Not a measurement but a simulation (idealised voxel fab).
The following process module bears the name voxel air gaps.
For reference, the cross-section in this document is cut, with width 265 nm and square cells of 5 nm.
A cross-section is written here as square cells arranged in a grid, and it is given in bands from the top down, each band taking up one or more rows of cells. In this notation a band is specified by the heights of its top and bottom, in that order and in nm, after which its materials appear from left to right, each paired with its width in nm. The word "all across" attached to a single material means that material fills the band from edge to edge; the word "air" stands for empty space. The reference from which all heights are counted is 0, the level beneath which the as-received wafer is entirely one material; the lowest band, having no lower bound, proceeds downward and is written after the example "0 nm and below". Width spec "30 to 40" -> top row of cells at first value, bottom row at second value, equal per-row change in between. No cell of the cross-section changed in a step that is given as "remained the same". Reported under the label "Sealed cavities" are the empty spaces having no open way to the top and comprising 8 cells or more; the notation for each is width x height at distance, in which the distance is measured from the left edge and all three values are in nm. after a step's settings: what the simulator itself notes on the step. A step's line can hold "overlay nm"; with a mask on that step, the setting says how far right of the planned place the mask lay, while a negative setting says it lay to the left.
Process steps foreseen in the plan:
1. RECEIVE (material Si)
2. CONFORMAL_DEP (material SiO2; thk nm 5)
3. CONFORMAL_DEP (material SiCN; thk nm 5)
4. DIRECTIONAL_DEP (material lowk; thk nm 40)
5. MASKED_ETCH (tone open; mask id LINES; width nm 20; pitch nm 45; etch materials lowk; depth nm 40; overlay nm 0)
6. CONFORMAL_DEP (material TiN; thk nm 5)
7. FILL_DEP (material W; thk nm 5)
8. CMP (height nm 55)
9. EPI (material Ru; thk nm 10)
10. SELECTIVE_ETCH (etch materials lowk; depth nm 50)
11. CONFORMAL_DEP (material SiCN; thk nm 5)
Across this set of wafers, the varied parameter is the thk nm of step 2. Starting conditions are identical for every wafer, and the plan reports the value assigned to the first wafer.
Here's the first of the wafers in cross-section, just as we got it, i.e. after step 1:
  0 nm and below  Si all across
  Sealed cavities: none
Here's the first of several wafers in cross-section, end of the module, after the last step, step 11:
  70 nm to 65 nm  SiCN all across
  65 nm to 55 nm  Ru all across
  55 nm to 50 nm  80 TiN; 10 W; 35 TiN; 10 W; 35 TiN; 10 W; 85 TiN
  50 nm to 15 nm  75 lowk; 5 TiN; 10 W; 5 TiN; 25 lowk; 5 TiN; 10 W; 5 TiN; 25 lowk; 5 TiN; 10 W; 5 TiN; 80 lowk
  15 nm to 10 nm  75 lowk; 20 TiN; 25 lowk; 20 TiN; 25 lowk; 20 TiN; 80 lowk
  10 nm to 5 nm  SiCN all across
  5 nm to 0 nm  SiO2 all across
  0 nm and below  Si all across
  Sealed cavities: none
End of module: cross-section, last of several wafers:
  70 nm to 65 nm  60 air; 140 SiCN; 65 air
  65 nm to 55 nm  60 air; 5 SiCN; 40 Ru; 5 SiCN; 40 Ru; 5 SiCN; 40 Ru; 5 SiCN; 65 air
  55 nm to 50 nm  60 air; 15 SiCN; 5 TiN; 10 W; 5 TiN; 25 SiCN; 5 TiN; 10 W; 5 TiN; 25 SiCN; 5 TiN; 10 W; 5 TiN; 15 SiCN; 65 air
  50 nm to 35 nm  70 air; 5 SiCN; 5 TiN; 10 W; 5 TiN; 5 SiCN; 15 air; 5 SiCN; 5 TiN; 10 W; 5 TiN; 5 SiCN; 15 air; 5 SiCN; 5 TiN; 10 W; 5 TiN; 5 SiCN; 75 air
  35 nm to 30 nm  75 SiCN; 20 TiN; 25 SiCN; 20 TiN; 25 SiCN; 20 TiN; 80 SiCN
  30 nm to 25 nm  SiCN all across
  25 nm to 0 nm  SiO2 all across
  0 nm and below  Si all across
  Sealed cavities: 15 x 15 at 100; 15 x 15 at 145
Heads up, this table goes wafer by wafer. A row tells you, at the end of the module, how many cells of each material that wafer has put on (+) or dropped (-) since it was received, and then its closed voids:
thk nm 5 | +106 Ru | +106 SiCN | +53 SiO2 | +101 TiN | +48 W | +328 lowk | Sealed cavities: none
thk nm 10 | +48 Ru | +182 SiCN | +106 SiO2 | +54 TiN | +42 W | Sealed cavities: 15 x 30 at 100; 15 x 30 at 145
thk nm 15 | +48 Ru | +176 SiCN | +159 SiO2 | +48 TiN | +36 W | Sealed cavities: 15 x 25 at 100; 15 x 25 at 145
thk nm 20 | +48 Ru | +170 SiCN | +212 SiO2 | +42 TiN | +30 W | Sealed cavities: 15 x 20 at 100; 15 x 20 at 145
thk nm 25 | +48 Ru | +164 SiCN | +265 SiO2 | +36 TiN | +24 W | Sealed cavities: 15 x 15 at 100; 15 x 15 at 145
